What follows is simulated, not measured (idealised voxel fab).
Process module heading - voxel wiring stack
Displayed cross-section: cut, width of 290 nm, square cells sized 5 nm.
If you're reading a cross-section in this doc, picture square cells in a grid; it comes to you as bands, top ones listed first down to the bottom, and a band can be one or more rows of cells.
Basically the band line says how high the top is and how high the bottom is, in nm, and then what's in it from left to right, every material with its width in nm. Empty space shows up as "blank", and if a single material carries "everywhere" it runs the full band edge to edge.
All heights in this document are referenced to 0, defined as the level beneath which the wafer, as received, consists entirely of one material. The lowest band is not bounded below; it extends indefinitely downward and is written in the form "z 0 and below".
Graded width ("30->40"): value in top row of band = first number; value in bottom row = second number; row-to-row change constant.
It should be understood that the words "no modifications", when stated for a given step, signify that the cross-section underwent no change in any of its cells during that step.
Listed in "Fully closed voids": every empty space of 8 or more cells without an open way to the top. Form: width x height at distance, the distance being from the left edge, all in nm.
after a step's settings: what the simulator itself notes on the step
On any step carrying a mask, the "overlay nm" setting, if present on the step's line, tells how far right of its planned place the mask lay; negative values point to the left.
[Process steps (planned)]
- 1: RECEIVE with material Si
- 2: CONFORMAL_DEP with material SiO2, thk nm 15
- 3: DIRECTIONAL_DEP with material TiN, thk nm 5
- 4: DIRECTIONAL_DEP with material Ru, thk nm 25
- 5: DIRECTIONAL_DEP with material aC, thk nm 10
- 6: PATTERN with tone cover, mask id METAL_1, material resist, width nm 25, pitch nm 40, thk nm 30, overlay nm 0
- 7: DIRECTIONAL_ETCH with etch materials aC, depth nm 10
- 8: STRIP with etch materials resist
- 9: DIRECTIONAL_ETCH with etch materials Ru, depth nm 25
- 10: DIRECTIONAL_ETCH with etch materials TiN, depth nm 5
- 11: STRIP with etch materials aC
- 12: FILL_DEP with material lowk, thk nm 10
- 13: CMP with height nm 45
- 14: CONFORMAL_DEP with material SiCN, thk nm 5
- 15: DIRECTIONAL_DEP with material SiO2, thk nm 20
- 16: PATTERN with tone open, mask id PLUG_1, material resist, width nm 15, pitch nm 40, thk nm 20, overlay nm 0
- 17: DIRECTIONAL_ETCH with etch materials SiO2, depth nm 20
- 18: DIRECTIONAL_ETCH with etch materials SiCN, depth nm 5
- 19: STRIP with etch materials resist
- 20: EPI with material Ru, thk nm 10
- 21: EPI with material Ru, thk nm 10
- 22: EPI with material Ru, thk nm 5
- 23: DIRECTIONAL_DEP with material TiN, thk nm 5
- 24: DIRECTIONAL_DEP with material Ru, thk nm 20
- 25: DIRECTIONAL_DEP with material aC, thk nm 15
- 26: PATTERN with tone cover, mask id METAL_2, material resist, width nm 25, pitch nm 40, thk nm 30, overlay nm 0
- 27: DIRECTIONAL_ETCH with etch materials aC, depth nm 15
- 28: STRIP with etch materials resist
- 29: DIRECTIONAL_ETCH with etch materials Ru, depth nm 20
- 30: DIRECTIONAL_ETCH with etch materials TiN, depth nm 5
- 31: STRIP with etch materials aC
- 32: FILL_DEP with material lowk, thk nm 10
- 33: CMP with height nm 95
- 34: CONFORMAL_DEP with material SiCN, thk nm 5
- 35: DIRECTIONAL_DEP with material SiO2, thk nm 30
- 36: DIRECTIONAL_DEP with material aC, thk nm 10
- 37: PATTERN with tone open, mask id METAL_3, material resist, width nm 25, pitch nm 40, thk nm 25, overlay nm 0
- 38: DIRECTIONAL_ETCH with etch materials aC, depth nm 10
- 39: STRIP with etch materials resist
- 40: DIRECTIONAL_ETCH with etch materials SiO2, depth nm 15
- 41: STRIP with etch materials aC
- 42: PATTERN with tone open, mask id METAL_3_HOLES, material resist, width nm 15, thk nm 15, overlay nm 0
- 43: DIRECTIONAL_ETCH with etch materials SiO2, depth nm 15
- 44: DIRECTIONAL_ETCH with etch materials SiCN, depth nm 5
- 45: STRIP with etch materials resist
- 46: CONFORMAL_DEP with material TiN, thk nm 5
- 47: FILL_DEP with material Cu, thk nm 5
- 48: CMP with height nm 130
- 49: CONFORMAL_DEP with material SiCN, thk nm 5
- 50: DIRECTIONAL_DEP with material SiO2, thk nm 25
- 51: MASKED_ETCH with tone open, mask id METAL_4_HOLES, width nm 15, pitch nm 40, etch materials SiO2, depth nm 25, overlay nm 0
- 52: PATTERN with tone open, mask id METAL_4, material resist, width nm 25, pitch nm 40, thk nm 20, overlay nm 0
- 53: DIRECTIONAL_ETCH with etch materials SiO2, depth nm 15
- 54: DIRECTIONAL_ETCH with etch materials SiCN, depth nm 5
- 55: STRIP with etch materials resist
- 56: CONFORMAL_DEP with material TiN, thk nm 5
- 57: FILL_DEP with material Cu, thk nm 5
- 58: CMP with height nm 160
- 59: CONFORMAL_DEP with material SiCN, thk nm 5
[The first of a set of two wafers, run to plan]
[Cross-section of the wafer as it came to us, i.e., already through step 1]
    z 0 and below = Si everywhere
    Fully closed voids: none
[Step 2 complete: cross-section through the wafer]
    z 15 to 0 = SiO2 everywhere
    All layers under 0 are left as they were.
[Step 3 complete: cross-section through the wafer]
    z 20 to 15 = TiN everywhere
    All layers under 15 are left as they were.
[Step 4 complete: cross-section through the wafer]
    z 45 to 20 = Ru everywhere
    All layers under 20 are left as they were.
[Step 5 complete: cross-section through the wafer]
    z 55 to 45 = aC everywhere
    All layers under 45 are left as they were.
[Step 6 complete: cross-section through the wafer]
    z 85 to 55 = blank: 110, then resist: 25, then blank: 15, then resist: 25, then blank: 115
    All layers under 55 are left as they were.
[Step 7 complete: cross-section through the wafer]
    z 75 to 55 = blank: 110, then resist: 25, then blank: 15, then resist: 25, then blank: 115
    z 55 to 45 = blank: 110, then aC: 25, then blank: 15, then aC: 25, then blank: 115
    All layers under 45 are left as they were.
[Step 8 complete: cross-section through the wafer]
    z 55 to 45 = blank: 110, then aC: 25, then blank: 15, then aC: 25, then blank: 115
    All layers under 45 are left as they were.
[Step 9 complete: cross-section through the wafer]
    z 55 to 45 = blank: 110, then aC: 25, then blank: 15, then aC: 25, then blank: 115
    z 45 to 20 = blank: 110, then Ru: 25, then blank: 15, then Ru: 25, then blank: 115
    All layers under 20 are left as they were.
[Step 10 complete: cross-section through the wafer]
    z 55 to 45 = blank: 110, then aC: 25, then blank: 15, then aC: 25, then blank: 115
    z 45 to 20 = blank: 110, then Ru: 25, then blank: 15, then Ru: 25, then blank: 115
    z 20 to 15 = blank: 110, then TiN: 25, then blank: 15, then TiN: 25, then blank: 115
    All layers under 15 are left as they were.
[Step 11 complete: cross-section through the wafer]
    z 45 to 20 = blank: 110, then Ru: 25, then blank: 15, then Ru: 25, then blank: 115
    All layers under 20 are left as they were.
[Step 12 complete: cross-section through the wafer]
    z 55 to 45 = lowk everywhere
    z 45 to 20 = lowk: 110, then Ru: 25, then lowk: 15, then Ru: 25, then lowk: 115
    z 20 to 15 = lowk: 110, then TiN: 25, then lowk: 15, then TiN: 25, then lowk: 115
    All layers under 15 are left as they were.
[Step 13 complete: cross-section through the wafer]
    z 45 to 20 = lowk: 110, then Ru: 25, then lowk: 15, then Ru: 25, then lowk: 115
    All layers under 20 are left as they were.
[Step 14 complete: cross-section through the wafer]
    z 50 to 45 = SiCN everywhere
    All layers under 45 are left as they were.
[Step 15 complete: cross-section through the wafer]
    z 70 to 50 = SiO2 everywhere
    All layers under 50 are left as they were.
[Step 16 complete: cross-section through the wafer]
    z 90 to 70 = resist: 110, then blank: 15, then resist: 25, then blank: 15, then resist: 125
    All layers under 70 are left as they were.
[Step 17 complete: cross-section through the wafer]
    z 90 to 70 = resist: 110, then blank: 15, then resist: 25, then blank: 15, then resist: 125
    z 70 to 50 = SiO2: 110, then blank: 15, then SiO2: 25, then blank: 15, then SiO2: 125
    All layers under 50 are left as they were.
[Step 18 complete: cross-section through the wafer]
    z 90 to 70 = resist: 110, then blank: 15, then resist: 25, then blank: 15, then resist: 125
    z 70 to 50 = SiO2: 110, then blank: 15, then SiO2: 25, then blank: 15, then SiO2: 125
    z 50 to 45 = SiCN: 110, then blank: 15, then SiCN: 25, then blank: 15, then SiCN: 125
    All layers under 45 are left as they were.
[Step 19 complete: cross-section through the wafer]
    z 70 to 50 = SiO2: 110, then blank: 15, then SiO2: 25, then blank: 15, then SiO2: 125
    All layers under 50 are left as they were.
[Step 20 complete: cross-section through the wafer]
    z 70 to 55 = SiO2: 110, then blank: 15, then SiO2: 25, then blank: 15, then SiO2: 125
    z 55 to 50 = SiO2: 110, then Ru: 15, then SiO2: 25, then Ru: 15, then SiO2: 125
    z 50 to 45 = SiCN: 110, then Ru: 15, then SiCN: 25, then Ru: 15, then SiCN: 125
    All layers under 45 are left as they were.
[Step 21 complete: cross-section through the wafer]
    z 70 to 65 = SiO2: 110, then blank: 15, then SiO2: 25, then blank: 15, then SiO2: 125
    z 65 to 50 = SiO2: 110, then Ru: 15, then SiO2: 25, then Ru: 15, then SiO2: 125
    All layers under 50 are left as they were.
[Step 22 complete: cross-section through the wafer]
    z 70 to 50 = SiO2: 110, then Ru: 15, then SiO2: 25, then Ru: 15, then SiO2: 125
    All layers under 50 are left as they were.
[Step 23 complete: cross-section through the wafer]
    z 75 to 70 = TiN everywhere
    All layers under 70 are left as they were.
[Step 24 complete: cross-section through the wafer]
    z 95 to 75 = Ru everywhere
    All layers under 75 are left as they were.
[Step 25 complete: cross-section through the wafer]
    z 110 to 95 = aC everywhere
    All layers under 95 are left as they were.
[Step 26 complete: cross-section through the wafer]
    z 140 to 110 = blank: 110, then resist: 25, then blank: 15, then resist: 25, then blank: 115
    All layers under 110 are left as they were.
[Step 27 complete: cross-section through the wafer]
    z 125 to 110 = blank: 110, then resist: 25, then blank: 15, then resist: 25, then blank: 115
    z 110 to 95 = blank: 110, then aC: 25, then blank: 15, then aC: 25, then blank: 115
    All layers under 95 are left as they were.
[Step 28 complete: cross-section through the wafer]
    z 110 to 95 = blank: 110, then aC: 25, then blank: 15, then aC: 25, then blank: 115
    All layers under 95 are left as they were.
[Step 29 complete: cross-section through the wafer]
    z 110 to 95 = blank: 110, then aC: 25, then blank: 15, then aC: 25, then blank: 115
    z 95 to 75 = blank: 110, then Ru: 25, then blank: 15, then Ru: 25, then blank: 115
    All layers under 75 are left as they were.
[Step 30 complete: cross-section through the wafer]
    z 110 to 95 = blank: 110, then aC: 25, then blank: 15, then aC: 25, then blank: 115
    z 95 to 75 = blank: 110, then Ru: 25, then blank: 15, then Ru: 25, then blank: 115
    z 75 to 70 = blank: 110, then TiN: 25, then blank: 15, then TiN: 25, then blank: 115
    All layers under 70 are left as they were.
[Step 31 complete: cross-section through the wafer]
    z 95 to 75 = blank: 110, then Ru: 25, then blank: 15, then Ru: 25, then blank: 115
    All layers under 75 are left as they were.
[Step 32 complete: cross-section through the wafer]
    z 105 to 95 = lowk everywhere
    z 95 to 75 = lowk: 110, then Ru: 25, then lowk: 15, then Ru: 25, then lowk: 115
    z 75 to 70 = lowk: 110, then TiN: 25, then lowk: 15, then TiN: 25, then lowk: 115
    All layers under 70 are left as they were.
[Step 33 complete: cross-section through the wafer]
    z 95 to 75 = lowk: 110, then Ru: 25, then lowk: 15, then Ru: 25, then lowk: 115
    All layers under 75 are left as they were.
[Step 34 complete: cross-section through the wafer]
    z 100 to 95 = SiCN everywhere
    All layers under 95 are left as they were.
[Step 35 complete: cross-section through the wafer]
    z 130 to 100 = SiO2 everywhere
    All layers under 100 are left as they were.
[Step 36 complete: cross-section through the wafer]
    z 140 to 130 = aC everywhere
    All layers under 130 are left as they were.
[Step 37 complete: cross-section through the wafer]
    z 165 to 140 = resist: 110, then blank: 25, then resist: 15, then blank: 25, then resist: 115
    All layers under 140 are left as they were.
[Step 38 complete: cross-section through the wafer]
    z 155 to 140 = resist: 110, then blank: 25, then resist: 15, then blank: 25, then resist: 115
    z 140 to 130 = aC: 110, then blank: 25, then aC: 15, then blank: 25, then aC: 115
    All layers under 130 are left as they were.
[Step 39 complete: cross-section through the wafer]
    z 140 to 130 = aC: 110, then blank: 25, then aC: 15, then blank: 25, then aC: 115
    All layers under 130 are left as they were.
[Step 40 complete: cross-section through the wafer]
    z 140 to 130 = aC: 110, then blank: 25, then aC: 15, then blank: 25, then aC: 115
    z 130 to 115 = SiO2: 110, then blank: 25, then SiO2: 15, then blank: 25, then SiO2: 115
    All layers under 115 are left as they were.
[Step 41 complete: cross-section through the wafer]
    z 130 to 115 = SiO2: 110, then blank: 25, then SiO2: 15, then blank: 25, then SiO2: 115
    All layers under 115 are left as they were.
[Step 42 complete: cross-section through the wafer]
    z 145 to 130 = resist: 110, then blank: 15, then resist: 165
    z 130 to 115 = SiO2: 110, then blank: 15, then resist: 10, then SiO2: 15, then resist: 25, then SiO2: 115
    All layers under 115 are left as they were.
[Step 43 complete: cross-section through the wafer]
    z 145 to 130 = resist: 110, then blank: 15, then resist: 165
    z 130 to 115 = SiO2: 110, then blank: 15, then resist: 10, then SiO2: 15, then resist: 25, then SiO2: 115
    z 115 to 100 = SiO2: 110, then blank: 15, then SiO2: 165
    All layers under 100 are left as they were.
[Step 44 complete: cross-section through the wafer]
    z 145 to 130 = resist: 110, then blank: 15, then resist: 165
    z 130 to 115 = SiO2: 110, then blank: 15, then resist: 10, then SiO2: 15, then resist: 25, then SiO2: 115
    z 115 to 100 = SiO2: 110, then blank: 15, then SiO2: 165
    z 100 to 95 = SiCN: 110, then blank: 15, then SiCN: 165
    All layers under 95 are left as they were.
[Step 45 complete: cross-section through the wafer]
    z 130 to 115 = SiO2: 110, then blank: 25, then SiO2: 15, then blank: 25, then SiO2: 115
    All layers under 115 are left as they were.
[Step 46 complete: cross-section through the wafer]
    z 135 to 130 = TiN: 115, then blank: 15, then TiN: 25, then blank: 15, then TiN: 120
    z 130 to 120 = SiO2: 110, then TiN: 5, then blank: 15, then TiN: 5, then SiO2: 15, then TiN: 5, then blank: 15, then TiN: 5, then SiO2: 115
    z 120 to 115 = SiO2: 110, then TiN: 5, then blank: 5, then TiN: 15, then SiO2: 15, then TiN: 25, then SiO2: 115
    z 115 to 100 = SiO2: 110, then TiN: 5, then blank: 5, then TiN: 5, then SiO2: 165
    z 100 to 95 = SiCN: 110, then TiN: 15, then SiCN: 165
    All layers under 95 are left as they were.
[Step 47 complete: cross-section through the wafer]
    z 140 to 135 = Cu everywhere
    z 135 to 130 = TiN: 115, then Cu: 15, then TiN: 25, then Cu: 15, then TiN: 120
    z 130 to 120 = SiO2: 110, then TiN: 5, then Cu: 15, then TiN: 5, then SiO2: 15, then TiN: 5, then Cu: 15, then TiN: 5, then SiO2: 115
    z 120 to 115 = SiO2: 110, then TiN: 5, then Cu: 5, then TiN: 15, then SiO2: 15, then TiN: 25, then SiO2: 115
    z 115 to 100 = SiO2: 110, then TiN: 5, then Cu: 5, then TiN: 5, then SiO2: 165
    All layers under 100 are left as they were.
[Step 48 complete: cross-section through the wafer]
    z 130 to 120 = SiO2: 110, then TiN: 5, then Cu: 15, then TiN: 5, then SiO2: 15, then TiN: 5, then Cu: 15, then TiN: 5, then SiO2: 115
    All layers under 120 are left as they were.
[Step 49 complete: cross-section through the wafer]
    z 135 to 130 = SiCN everywhere
    All layers under 130 are left as they were.
[Step 50 complete: cross-section through the wafer]
    z 160 to 135 = SiO2 everywhere
    All layers under 135 are left as they were.
[Step 51 complete: cross-section through the wafer]
    z 160 to 135 = SiO2: 110, then blank: 15, then SiO2: 25, then blank: 15, then SiO2: 125
    All layers under 135 are left as they were.
[Step 52 complete: cross-section through the wafer]
    z 180 to 160 = resist: 110, then blank: 25, then resist: 15, then blank: 25, then resist: 115
    All layers under 160 are left as they were.
[Step 53 complete: cross-section through the wafer]
    z 180 to 160 = resist: 110, then blank: 25, then resist: 15, then blank: 25, then resist: 115
    z 160 to 145 = SiO2: 110, then blank: 25, then SiO2: 15, then blank: 25, then SiO2: 115
    All layers under 145 are left as they were.
[Step 54 complete: cross-section through the wafer]
    z 180 to 160 = resist: 110, then blank: 25, then resist: 15, then blank: 25, then resist: 115
    z 160 to 145 = SiO2: 110, then blank: 25, then SiO2: 15, then blank: 25, then SiO2: 115
    z 145 to 135 = SiO2: 110, then blank: 15, then SiO2: 25, then blank: 15, then SiO2: 125
    z 135 to 130 = SiCN: 110, then blank: 15, then SiCN: 25, then blank: 15, then SiCN: 125
    All layers under 130 are left as they were.
[Step 55 complete: cross-section through the wafer]
    z 160 to 145 = SiO2: 110, then blank: 25, then SiO2: 15, then blank: 25, then SiO2: 115
    All layers under 145 are left as they were.
[Step 56 complete: cross-section through the wafer]
    z 165 to 160 = TiN: 115, then blank: 15, then TiN: 25, then blank: 15, then TiN: 120
    z 160 to 150 = SiO2: 110, then TiN: 5, then blank: 15, then TiN: 5, then SiO2: 15, then TiN: 5, then blank: 15, then TiN: 5, then SiO2: 115
    z 150 to 145 = SiO2: 110, then TiN: 5, then blank: 5, then TiN: 15, then SiO2: 15, then TiN: 5, then blank: 5, then TiN: 15, then SiO2: 115
    z 145 to 135 = SiO2: 110, then TiN: 5, then blank: 5, then TiN: 5, then SiO2: 25, then TiN: 5, then blank: 5, then TiN: 5, then SiO2: 125
    z 135 to 130 = SiCN: 110, then TiN: 15, then SiCN: 25, then TiN: 15, then SiCN: 125
    All layers under 130 are left as they were.
[Step 57 complete: cross-section through the wafer]
    z 170 to 165 = Cu everywhere
    z 165 to 160 = TiN: 115, then Cu: 15, then TiN: 25, then Cu: 15, then TiN: 120
    z 160 to 150 = SiO2: 110, then TiN: 5, then Cu: 15, then TiN: 5, then SiO2: 15, then TiN: 5, then Cu: 15, then TiN: 5, then SiO2: 115
    z 150 to 145 = SiO2: 110, then TiN: 5, then Cu: 5, then TiN: 15, then SiO2: 15, then TiN: 5, then Cu: 5, then TiN: 15, then SiO2: 115
    z 145 to 135 = SiO2: 110, then TiN: 5, then Cu: 5, then TiN: 5, then SiO2: 25, then TiN: 5, then Cu: 5, then TiN: 5, then SiO2: 125
    All layers under 135 are left as they were.
[Step 58 complete: cross-section through the wafer]
    z 160 to 150 = SiO2: 110, then TiN: 5, then Cu: 15, then TiN: 5, then SiO2: 15, then TiN: 5, then Cu: 15, then TiN: 5, then SiO2: 115
    All layers under 150 are left as they were.
[Step 59 complete: cross-section through the wafer]
    z 165 to 160 = SiCN everywhere
    All layers under 160 are left as they were.
[Second wafer - shared start and plan with the first - one error in running - same as the first up to step 21 inclusive]
[Second wafer profile in section, at the moment step 22 of the plan was meant to be complete]
    z 75 to 70 = TiN: 110, then blank: 15, then TiN: 25, then blank: 15, then TiN: 125
    z 70 to 65 = SiO2: 110, then TiN: 15, then SiO2: 25, then TiN: 15, then SiO2: 125
    All layers under 65 are left as they were.
[Second wafer profile in section, at the moment step 23 of the plan was meant to be complete]
    z 80 to 75 = Ru: 115, then blank: 5, then Ru: 35, then blank: 5, then Ru: 130
    z 75 to 70 = TiN: 110, then Ru: 15, then TiN: 25, then Ru: 15, then TiN: 125
    All layers under 70 are left as they were.
[Second wafer profile in section, at the moment step 24 of the plan was meant to be complete]
    z 100 to 95 = Ru: 115, then blank: 5, then Ru: 35, then blank: 5, then Ru: 130
    z 95 to 75 = Ru everywhere
    All layers under 75 are left as they were.
[Second wafer profile in section, at the moment step 25 of the plan was meant to be complete]
    z 115 to 110 = aC: 115, then blank: 5, then aC: 35, then blank: 5, then aC: 130
    z 110 to 100 = aC everywhere
    z 100 to 95 = Ru: 115, then aC: 5, then Ru: 35, then aC: 5, then Ru: 130
    All layers under 95 are left as they were.
[Second wafer profile in section, at the moment step 26 of the plan was meant to be complete]
    z 145 to 115 = blank: 110, then resist: 25, then blank: 15, then resist: 25, then blank: 115
    z 115 to 110 = aC: 115, then resist: 5, then aC: 35, then resist: 5, then aC: 130
    All layers under 110 are left as they were.
[Second wafer profile in section, at the moment step 27 of the plan was meant to be complete]
    z 130 to 115 = blank: 110, then resist: 25, then blank: 15, then resist: 25, then blank: 115
    z 115 to 110 = blank: 110, then aC: 5, then resist: 5, then aC: 15, then blank: 15, then aC: 5, then resist: 5, then aC: 15, then blank: 115
    z 110 to 100 = blank: 110, then aC: 25, then blank: 15, then aC: 25, then blank: 115
    All layers under 100 are left as they were.
[Second wafer profile in section, at the moment step 28 of the plan was meant to be complete]
    z 115 to 110 = blank: 110, then aC: 5, then blank: 5, then aC: 15, then blank: 15, then aC: 5, then blank: 5, then aC: 15, then blank: 115
    All layers under 110 are left as they were.
[Second wafer profile in section, at the moment step 29 of the plan was meant to be complete]
    z 115 to 110 = blank: 110, then aC: 5, then blank: 5, then aC: 15, then blank: 15, then aC: 5, then blank: 5, then aC: 15, then blank: 115
    z 110 to 100 = blank: 110, then aC: 25, then blank: 15, then aC: 25, then blank: 115
    z 100 to 95 = blank: 110, then Ru: 5, then aC: 5, then Ru: 15, then blank: 15, then Ru: 5, then aC: 5, then Ru: 15, then blank: 115
    z 95 to 80 = blank: 110, then Ru: 25, then blank: 15, then Ru: 25, then blank: 115
    All layers under 80 are left as they were.
Second wafer profile in section, at the moment step 30 of the plan was meant to be complete: no modifications
[Second wafer profile in section, at the moment step 31 of the plan was meant to be complete]
    z 100 to 95 = blank: 110, then Ru: 5, then blank: 5, then Ru: 15, then blank: 15, then Ru: 5, then blank: 5, then Ru: 15, then blank: 115
    All layers under 95 are left as they were.
[Second wafer profile in section, at the moment step 32 of the plan was meant to be complete]
    z 110 to 100 = lowk everywhere
    z 100 to 95 = lowk: 110, then Ru: 5, then lowk: 5, then Ru: 15, then lowk: 15, then Ru: 5, then lowk: 5, then Ru: 15, then lowk: 115
    z 95 to 80 = lowk: 110, then Ru: 25, then lowk: 15, then Ru: 25, then lowk: 115
    All layers under 80 are left as they were.
[Second wafer profile in section, at the moment step 33 of the plan was meant to be complete]
    z 95 to 80 = lowk: 110, then Ru: 25, then lowk: 15, then Ru: 25, then lowk: 115
    All layers under 80 are left as they were.
[Second wafer profile in section, at the moment step 34 of the plan was meant to be complete]
    z 100 to 95 = SiCN everywhere
    All layers under 95 are left as they were.
[Second wafer profile in section, at the moment step 35 of the plan was meant to be complete]
    z 130 to 100 = SiO2 everywhere
    All layers under 100 are left as they were.
[Second wafer profile in section, at the moment step 36 of the plan was meant to be complete]
    z 140 to 130 = aC everywhere
    All layers under 130 are left as they were.
[Second wafer profile in section, at the moment step 37 of the plan was meant to be complete]
    z 165 to 140 = resist: 110, then blank: 25, then resist: 15, then blank: 25, then resist: 115
    All layers under 140 are left as they were.
[Second wafer profile in section, at the moment step 38 of the plan was meant to be complete]
    z 155 to 140 = resist: 110, then blank: 25, then resist: 15, then blank: 25, then resist: 115
    z 140 to 130 = aC: 110, then blank: 25, then aC: 15, then blank: 25, then aC: 115
    All layers under 130 are left as they were.
[Second wafer profile in section, at the moment step 39 of the plan was meant to be complete]
    z 140 to 130 = aC: 110, then blank: 25, then aC: 15, then blank: 25, then aC: 115
    All layers under 130 are left as they were.
[Second wafer profile in section, at the moment step 40 of the plan was meant to be complete]
    z 140 to 130 = aC: 110, then blank: 25, then aC: 15, then blank: 25, then aC: 115
    z 130 to 115 = SiO2: 110, then blank: 25, then SiO2: 15, then blank: 25, then SiO2: 115
    All layers under 115 are left as they were.
[Second wafer profile in section, at the moment step 41 of the plan was meant to be complete]
    z 130 to 115 = SiO2: 110, then blank: 25, then SiO2: 15, then blank: 25, then SiO2: 115
    All layers under 115 are left as they were.
[Second wafer profile in section, at the moment step 42 of the plan was meant to be complete]
    z 145 to 130 = resist: 110, then blank: 15, then resist: 165
    z 130 to 115 = SiO2: 110, then blank: 15, then resist: 10, then SiO2: 15, then resist: 25, then SiO2: 115
    All layers under 115 are left as they were.
[Second wafer profile in section, at the moment step 43 of the plan was meant to be complete]
    z 145 to 130 = resist: 110, then blank: 15, then resist: 165
    z 130 to 115 = SiO2: 110, then blank: 15, then resist: 10, then SiO2: 15, then resist: 25, then SiO2: 115
    z 115 to 100 = SiO2: 110, then blank: 15, then SiO2: 165
    All layers under 100 are left as they were.
[Second wafer profile in section, at the moment step 44 of the plan was meant to be complete]
    z 145 to 130 = resist: 110, then blank: 15, then resist: 165
    z 130 to 115 = SiO2: 110, then blank: 15, then resist: 10, then SiO2: 15, then resist: 25, then SiO2: 115
    z 115 to 100 = SiO2: 110, then blank: 15, then SiO2: 165
    z 100 to 95 = SiCN: 110, then blank: 15, then SiCN: 165
    All layers under 95 are left as they were.
[Second wafer profile in section, at the moment step 45 of the plan was meant to be complete]
    z 130 to 115 = SiO2: 110, then blank: 25, then SiO2: 15, then blank: 25, then SiO2: 115
    All layers under 115 are left as they were.
[Second wafer profile in section, at the moment step 46 of the plan was meant to be complete]
    z 135 to 130 = TiN: 115, then blank: 15, then TiN: 25, then blank: 15, then TiN: 120
    z 130 to 120 = SiO2: 110, then TiN: 5, then blank: 15, then TiN: 5, then SiO2: 15, then TiN: 5, then blank: 15, then TiN: 5, then SiO2: 115
    z 120 to 115 = SiO2: 110, then TiN: 5, then blank: 5, then TiN: 15, then SiO2: 15, then TiN: 25, then SiO2: 115
    z 115 to 100 = SiO2: 110, then TiN: 5, then blank: 5, then TiN: 5, then SiO2: 165
    z 100 to 95 = SiCN: 110, then TiN: 15, then SiCN: 165
    All layers under 95 are left as they were.
[Second wafer profile in section, at the moment step 47 of the plan was meant to be complete]
    z 140 to 135 = Cu everywhere
    z 135 to 130 = TiN: 115, then Cu: 15, then TiN: 25, then Cu: 15, then TiN: 120
    z 130 to 120 = SiO2: 110, then TiN: 5, then Cu: 15, then TiN: 5, then SiO2: 15, then TiN: 5, then Cu: 15, then TiN: 5, then SiO2: 115
    z 120 to 115 = SiO2: 110, then TiN: 5, then Cu: 5, then TiN: 15, then SiO2: 15, then TiN: 25, then SiO2: 115
    z 115 to 100 = SiO2: 110, then TiN: 5, then Cu: 5, then TiN: 5, then SiO2: 165
    All layers under 100 are left as they were.
[Second wafer profile in section, at the moment step 48 of the plan was meant to be complete]
    z 130 to 120 = SiO2: 110, then TiN: 5, then Cu: 15, then TiN: 5, then SiO2: 15, then TiN: 5, then Cu: 15, then TiN: 5, then SiO2: 115
    All layers under 120 are left as they were.
[Second wafer profile in section, at the moment step 49 of the plan was meant to be complete]
    z 135 to 130 = SiCN everywhere
    All layers under 130 are left as they were.
[Second wafer profile in section, at the moment step 50 of the plan was meant to be complete]
    z 160 to 135 = SiO2 everywhere
    All layers under 135 are left as they were.
[Second wafer profile in section, at the moment step 51 of the plan was meant to be complete]
    z 160 to 135 = SiO2: 110, then blank: 15, then SiO2: 25, then blank: 15, then SiO2: 125
    All layers under 135 are left as they were.
[Second wafer profile in section, at the moment step 52 of the plan was meant to be complete]
    z 180 to 160 = resist: 110, then blank: 25, then resist: 15, then blank: 25, then resist: 115
    All layers under 160 are left as they were.
[Second wafer profile in section, at the moment step 53 of the plan was meant to be complete]
    z 180 to 160 = resist: 110, then blank: 25, then resist: 15, then blank: 25, then resist: 115
    z 160 to 145 = SiO2: 110, then blank: 25, then SiO2: 15, then blank: 25, then SiO2: 115
    All layers under 145 are left as they were.
[Second wafer profile in section, at the moment step 54 of the plan was meant to be complete]
    z 180 to 160 = resist: 110, then blank: 25, then resist: 15, then blank: 25, then resist: 115
    z 160 to 145 = SiO2: 110, then blank: 25, then SiO2: 15, then blank: 25, then SiO2: 115
    z 145 to 135 = SiO2: 110, then blank: 15, then SiO2: 25, then blank: 15, then SiO2: 125
    z 135 to 130 = SiCN: 110, then blank: 15, then SiCN: 25, then blank: 15, then SiCN: 125
    All layers under 130 are left as they were.
[Second wafer profile in section, at the moment step 55 of the plan was meant to be complete]
    z 160 to 145 = SiO2: 110, then blank: 25, then SiO2: 15, then blank: 25, then SiO2: 115
    All layers under 145 are left as they were.
[Second wafer profile in section, at the moment step 56 of the plan was meant to be complete]
    z 165 to 160 = TiN: 115, then blank: 15, then TiN: 25, then blank: 15, then TiN: 120
    z 160 to 150 = SiO2: 110, then TiN: 5, then blank: 15, then TiN: 5, then SiO2: 15, then TiN: 5, then blank: 15, then TiN: 5, then SiO2: 115
    z 150 to 145 = SiO2: 110, then TiN: 5, then blank: 5, then TiN: 15, then SiO2: 15, then TiN: 5, then blank: 5, then TiN: 15, then SiO2: 115
    z 145 to 135 = SiO2: 110, then TiN: 5, then blank: 5, then TiN: 5, then SiO2: 25, then TiN: 5, then blank: 5, then TiN: 5, then SiO2: 125
    z 135 to 130 = SiCN: 110, then TiN: 15, then SiCN: 25, then TiN: 15, then SiCN: 125
    All layers under 130 are left as they were.
[Second wafer profile in section, at the moment step 57 of the plan was meant to be complete]
    z 170 to 165 = Cu everywhere
    z 165 to 160 = TiN: 115, then Cu: 15, then TiN: 25, then Cu: 15, then TiN: 120
    z 160 to 150 = SiO2: 110, then TiN: 5, then Cu: 15, then TiN: 5, then SiO2: 15, then TiN: 5, then Cu: 15, then TiN: 5, then SiO2: 115
    z 150 to 145 = SiO2: 110, then TiN: 5, then Cu: 5, then TiN: 15, then SiO2: 15, then TiN: 5, then Cu: 5, then TiN: 15, then SiO2: 115
    z 145 to 135 = SiO2: 110, then TiN: 5, then Cu: 5, then TiN: 5, then SiO2: 25, then TiN: 5, then Cu: 5, then TiN: 5, then SiO2: 125
    All layers under 135 are left as they were.
[Second wafer profile in section, at the moment step 58 of the plan was meant to be complete]
    z 160 to 150 = SiO2: 110, then TiN: 5, then Cu: 15, then TiN: 5, then SiO2: 15, then TiN: 5, then Cu: 15, then TiN: 5, then SiO2: 115
    All layers under 150 are left as they were.
[Second wafer profile in section, at the moment step 59 of the plan was meant to be complete]
    z 165 to 160 = SiCN everywhere
    All layers under 160 are left as they were.
Finding, execution versus plan: steps 22 and 23: order swapped relative to plan
End check, counted in cells, second wafer has more or fewer of these materials than the first: 48 more of Ru, 48 more of TiN, 96 fewer of lowk
